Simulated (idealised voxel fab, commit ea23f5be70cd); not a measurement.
Herein follows the process module entitled voxel wiring stack.
It is cross-section cut that appears here, measuring 195 nm in width, its square cells being 5 nm in size.
The cross-sections in this document take the form of a grid made of square cells. They are written out as bands, in order from top to bottom. Each band consists of one or more rows of cells.
Within each band entry, the heights of the top and of the bottom of the band appear first, in that order and in nm; the materials of the band then follow from left to right, each with its corresponding width in nm. The designation "everywhere" on a single material indicates that it fills the band from edge to edge; the designation "empty" indicates empty space.
Height is counted from the level 0, under which the received wafer is composed throughout of one material. The lowest of the bands is not closed at the bottom but continues downward, in the notation "from 0 down".
A width given as "30->40" starts at the first number in the band's top row and ends at the second number in its bottom row, shifting by an equal amount at every step from row to row.
"changes: none" after a step means that no cell of the cross-section changed.
If an empty space has no open way to the top and is at least 8 cells in size, "Entrapped void list" lists it, written width x height at distance, where distance is measured from the left edge and every value is in nm.
Post-settings text on a step line: simulator's own remark regarding the step.
The optional step-line setting "overlay nm" applies to steps with a mask and quantifies how far to the right of its planned location the mask lay, a negative value indicating leftward placement.

Set out below are the planned steps of the process
1) op RECEIVE | material Si
2) op CONFORMAL_DEP | material SiO2 | thk nm 15
3) op DIRECTIONAL_DEP | material TiN | thk nm 5
4) op DIRECTIONAL_DEP | material W | thk nm 20
5) op MASKED_ETCH | tone cover | mask id METAL_1 | width nm 25 | pitch nm 55 | etch materials W | depth nm 20 | overlay nm 0
6) op MASKED_ETCH | tone cover | mask id METAL_1 | width nm 25 | pitch nm 55 | etch materials TiN | depth nm 5 | overlay nm 0
7) op CONFORMAL_DEP | material SiN | thk nm 5
8) op FILL_DEP | material lowk | thk nm 5
9) op CMP | height nm 40
10) op CONFORMAL_DEP | material SiCN | thk nm 5
11) op DIRECTIONAL_DEP | material SiO2 | thk nm 15
12) op DIRECTIONAL_DEP | material aC | thk nm 10
13) op PATTERN | tone open | mask id PLUG_1 | material resist | width nm 15 | thk nm 25 | overlay nm 0
14) op DIRECTIONAL_ETCH | etch materials aC | depth nm 10
15) op STRIP | etch materials resist
16) op DIRECTIONAL_ETCH | etch materials SiO2 | depth nm 15
17) op DIRECTIONAL_ETCH | etch materials SiCN | depth nm 5
18) op STRIP | etch materials aC
19) op EPI | material Ru | thk nm 10
20) op EPI | material Ru | thk nm 10
21) op CONFORMAL_DEP | material SiN | thk nm 5
22) op DIRECTIONAL_DEP | material SiO2 | thk nm 25
23) op PATTERN | tone open | mask id METAL_2 | material resist | width nm 25 | pitch nm 55 | thk nm 15 | overlay nm 0
24) op DIRECTIONAL_ETCH | etch materials SiO2 | depth nm 25
25) op DIRECTIONAL_ETCH | etch materials SiN | depth nm 5
26) op STRIP | etch materials resist
27) op CONFORMAL_DEP | material TiN | thk nm 5
28) op FILL_DEP | material W | thk nm 10
29) op CMP | height nm 90
30) op CONFORMAL_DEP | material SiN | thk nm 5

Cross-section of the incoming wafer, state after step 1
	from 0 down = Si everywhere
	Entrapped void list: none

End-of-module cross-section of the first of two wafers, processed as planned
	from 95 to 90 = SiN everywhere
	from 90 to 65 = 55 SiO2 | 5 TiN | 15 W | 5 TiN | 30 SiO2 | 5 TiN | 15 W | 5 TiN | 60 SiO2
	from 65 to 60 = 55 SiN | 25 TiN | 30 SiN | 25 TiN | 60 SiN
	from 60 to 45 = 55 SiO2 | 15 Ru | 125 SiO2
	from 45 to 40 = 55 SiCN | 15 Ru | 125 SiCN
	from 40 to 20 = 50 lowk | 5 SiN | 25 W | 5 SiN | 20 lowk | 5 SiN | 25 W | 5 SiN | 55 lowk
	from 20 to 15 = 55 SiN | 25 TiN | 30 SiN | 25 TiN | 60 SiN
	from 15 to 0 = SiO2 everywhere
	from 0 down = Si everywhere
	Entrapped void list: none

Now the second wafer, cross-sectioned at the end of the module. Nothing different at the start, nothing different in the plan compared with the first, just one mistake when it was actually run
	from 95 to 90 = SiN everywhere
	from 90 to 65 = 55 SiO2 | 5 TiN | 15 W | 5 TiN | 30 SiO2 | 5 TiN | 15 W | 5 TiN | 60 SiO2
	from 65 to 60 = 55 SiN | 25 TiN | 30 SiN | 25 TiN | 60 SiN
	from 60 to 45 = 65 SiO2 | 15 Ru | 115 SiO2
	from 45 to 40 = 65 SiCN | 15 Ru | 115 SiCN
	from 40 to 20 = 50 lowk | 5 SiN | 25 W | 5 SiN | 20 lowk | 5 SiN | 25 W | 5 SiN | 55 lowk
	from 20 to 15 = 55 SiN | 25 TiN | 30 SiN | 25 TiN | 60 SiN
	from 15 to 0 = SiO2 everywhere
	from 0 down = Si everywhere
	Entrapped void list: none
Diagnosis: step 13 ran differently from the plan; actual operation with settings: op PATTERN | tone open | mask id PLUG_1 | material resist | width nm 15 | thk nm 25 | overlay nm 10
At the end, each material covers as many cells on the second wafer as it does on the first, though the cells it covers are elsewhere.
